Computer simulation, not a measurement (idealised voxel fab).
process module | voxel air gaps
cross-section cut | 185 nm wide | cells 5 nm
A cross-section is a grid of square cells, given in bands from the top down. A band is one or more rows of cells.
Each band's line starts with the height of the band's top and of its bottom, in nm. Then come its materials from left to right, each with its width in nm. One material with "throughout" fills the band from edge to edge. "air" is empty space.
Height 0 is the level under which the wafer as received is all one material. The lowest band goes on downwards, as in "0 down".
A width such as "30 to 40" changes by the same amount from each row of cells to the next, from the band's top row to its bottom row.
"no change" after a step means that no cell of the cross-section changed.
closed voids: empty space of 8 cells or more with no open way to the top, each as width x height at its distance from the left edge, in nm
after a step's settings: what the simulator itself notes on the step
overlay nm, on a step with a mask: how far to the right of its planned place the mask lay; to the left if negative
plan
1 op RECEIVE | material Si
2 op CONFORMAL_DEP | material SiO2 | thk nm 15
3 op CONFORMAL_DEP | material SiCN | thk nm 5
4 op DIRECTIONAL_DEP | material lowk | thk nm 40
5 op DIRECTIONAL_DEP | material aC | thk nm 10
6 op PATTERN | tone open | mask id LINES | material resist | width nm 20 | pitch nm 45 | thk nm 30 | overlay nm 0
7 op DIRECTIONAL_ETCH | etch materials aC | depth nm 10
8 op STRIP | etch materials resist
9 op DIRECTIONAL_ETCH | etch materials lowk | depth nm 40
10 op STRIP | etch materials aC
11 op CONFORMAL_DEP | material TiN | thk nm 5
12 op FILL_DEP | material Cu | thk nm 10
13 op CMP | height nm 60
14 op EPI | material Ru | thk nm 10
15 op SELECTIVE_ETCH | etch materials lowk | depth nm 50
16 op CONFORMAL_DEP | material SiCN | thk nm 5
as received, after step 1
  0 down: Si throughout
  closed voids: none
first wafer at the end, as planned
  75 to 70: air 20 | SiCN 140 | air 25
  70 to 60: air 20 | SiCN 5 | Ru 40 | SiCN 5 | Ru 40 | SiCN 5 | Ru 40 | SiCN 5 | air 25
  60 to 55: air 20 | SiCN 15 | TiN 5 | Cu 10 | TiN 5 | SiCN 25 | TiN 5 | Cu 10 | TiN 5 | SiCN 25 | TiN 5 | Cu 10 | TiN 5 | SiCN 15 | air 25
  55 to 25: air 30 | SiCN 5 | TiN 5 | Cu 10 | TiN 5 | SiCN 5 | air 15 | SiCN 5 | TiN 5 | Cu 10 | TiN 5 | SiCN 5 | air 15 | SiCN 5 | TiN 5 | Cu 10 | TiN 5 | SiCN 5 | air 35
  25 to 20: SiCN 35 | TiN 20 | SiCN 25 | TiN 20 | SiCN 25 | TiN 20 | SiCN 40
  20 to 15: SiCN throughout
  15 to 0: SiO2 throughout
  0 down: Si throughout
  closed voids: 15 x 30 at 60; 15 x 30 at 105
second wafer at the end: like start, like plan, one mistake
  75 to 70: air 20 | aC 140 | air 25
  70 to 60: air 20 | aC 5 | Ru 40 | aC 5 | Ru 40 | aC 5 | Ru 40 | aC 5 | air 25
  60 to 55: air 20 | aC 15 | TiN 5 | Cu 10 | TiN 5 | aC 25 | TiN 5 | Cu 10 | TiN 5 | aC 25 | TiN 5 | Cu 10 | TiN 5 | aC 15 | air 25
  55 to 25: air 30 | aC 5 | TiN 5 | Cu 10 | TiN 5 | aC 5 | air 15 | aC 5 | TiN 5 | Cu 10 | TiN 5 | aC 5 | air 15 | aC 5 | TiN 5 | Cu 10 | TiN 5 | aC 5 | air 35
  25 to 20: aC 35 | TiN 20 | aC 25 | TiN 20 | aC 25 | TiN 20 | aC 40
  20 to 15: SiCN throughout
  15 to 0: SiO2 throughout
  0 down: Si throughout
  closed voids: 15 x 30 at 60; 15 x 30 at 105
what went wrong: step 16 ran as: op CONFORMAL_DEP | material aC | thk nm 5
at the end the second wafer has, in cells: 113 fewer of SiCN | 113 more of aC
